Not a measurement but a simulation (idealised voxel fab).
Proc. module: voxel tone inversion
Displayed cross-section: cut, width of 215 nm, square cells sized 5 nm.
Think of the cross-section as a grid of square cells. We describe it in bands, top to bottom, and each band covers one or more rows of those cells. This entry defines a band. It first specifies the height of the band's top and the height of its bottom in nm, and then specifies the band's materials from left to right, stating each material with its width in nm. The word "all across" identifies a single material that fills the band from edge to edge, while the word "air" identifies empty space. All heights in this document are referenced to 0, defined as the level beneath which the wafer, as received, consists entirely of one material. The lowest band is not bounded below; it extends indefinitely downward and is written in the form "0 down". With a width like "30->40", each row of cells in the band differs from the next by the same amount, the top row carrying the first number and the bottom row the second. Given "remains unaltered" for a step, no cell of the cross-section differs between before and after that step. Entry "Unvented cavities" = empty spaces >= 8 cells with no open way to the top; each as width x height at distance, distance from left edge, all nm. The remark found on a step's line after its settings is issued by the simulator itself and pertains to that step. The "overlay nm" setting may appear on a step's line; for a step that uses a mask, it gives how far to the right of its planned position the mask lay, and a negative value indicates the left.
# Listed below are the process steps as planned
1 RECEIVE,material Si
2 CONFORMAL_DEP,material SiCN,thk nm 5
3 DIRECTIONAL_DEP,material polySi,thk nm 25
4 PATTERN,tone cover,mask id POSTS,material resist,width nm 15,pitch nm 45,thk nm 35,overlay nm 0
5 DIRECTIONAL_ETCH,etch materials polySi,depth nm 25
6 STRIP,etch materials resist
7 FILL_DEP,material SiO2,thk nm 10
8 CMP,height nm 30
9 STRIP,etch materials polySi
Keep in mind the plan's value for the width nm of step 4 comes from the first wafer; the wafers don't share that setting, but they do share the same starting point.
# Sectional view: first of several wafers, as received, after step 1
* 0 down = Si all across
* Unvented cavities: none
# End of module, by wafer: material-by-material cell gain (+) or loss (-) since receipt, then closed voids
width nm 15, +43 SiCN, +185 SiO2, Unvented cavities: none
width nm 20, +43 SiCN, +175 SiO2, Unvented cavities: none
width nm 25, +43 SiCN, +165 SiO2, Unvented cavities: none
width nm 30, +43 SiCN, +155 SiO2, Unvented cavities: none
